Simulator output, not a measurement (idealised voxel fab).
Herein follows the process module entitled voxel double patterning.
The figure presents cross-section cut, which has a width of 220 nm and is divided into square cells with an edge length of 5 nm.
Just so we're on the same page, the cross-sections are grids of square cells, and they're listed out in bands top to bottom, each band one or more rows deep. The entry gives the band's vertical extent as a top height and a bottom height in nm, then its horizontal make-up as materials from left to right, each with a width in nm. "blank" stands for empty space; a single material marked "all across" fills the band edge to edge. A quick word on heights: they are counted from 0, and under that level the wafer as it came to us is one material throughout. The lowest band is different from the rest in having no bottom; it simply continues downward, written as in "from 0 down". The expression "30..40" gives the width at the extremes of the band, the first number at its top row of cells and the second at its bottom row, with the width changing by equal amounts from each row to the next in between. "same as before" -> step changed no cross-section cell. So "Voids, fully enclosed" is basically the list of trapped voids: any empty space of 8 cells or more that can't reach the top through an opening. They're written width x height at distance, the distance being from the left edge, and it's all nm. Heads up: the bit after the settings on a step's line is the simulator's remark on that step. Steps that use a mask can have "overlay nm" on their line. It says how far the mask sat to the right of where it was meant to be. Negative means to the left.

Set out below are the planned steps of the process:
| 1 | RECEIVE: material Si |
| 2 | CONFORMAL_DEP: material SiO2, thk nm 10 |
| 3 | DIRECTIONAL_DEP: material TiN, thk nm 20 |
| 4 | DIRECTIONAL_DEP: material SiN, thk nm 10 |
| 5 | PATTERN: tone open, mask id FIRST, material resist, width nm 15, pitch nm 50, thk nm 15, overlay nm 0 |
| 6 | DIRECTIONAL_ETCH: etch materials SiN, depth nm 10 |
| 7 | STRIP: etch materials resist |
| 8 | DIRECTIONAL_DEP: material aC, thk nm 15 |
| 9 | PATTERN: tone open, mask id SECOND, material resist, width nm 15, thk nm 35, overlay nm 0 |
| 10 | DIRECTIONAL_ETCH: etch materials aC, depth nm 15 |
| 11 | STRIP: etch materials resist |
| 12 | DIRECTIONAL_ETCH: etch materials SiN, depth nm 10 |
| 13 | STRIP: etch materials aC |
| 14 | DIRECTIONAL_ETCH: etch materials TiN, depth nm 20 |
| 15 | STRIP: etch materials SiN |

Shown in cross-section is the wafer as received, that is, as it stands after step 1:
> from 0 down | Si all across
> Voids, fully enclosed: none

First wafer of two, sectioned at end of module; run went per plan:
> from 30 to 10 | 75 nm TiN; 15 nm blank; 10 nm TiN; 15 nm blank; 10 nm TiN; 15 nm blank; 80 nm TiN
> from 10 to 0 | SiO2 all across
> from 0 down | Si all across
> Voids, fully enclosed: none

Cross-section, wafer two of two, end of module: same start and plan as wafer one, one error in execution:
> from 30 to 20 | SiO2 all across
> from 20 to 0 | TiN all across
> from 0 down | Si all across
> Voids, fully enclosed: none
Error vs. plan: steps 2 and 3 swapped
The final cell counts differ between the wafers, with the second having more or fewer of some materials than the first: TiN: 36 more
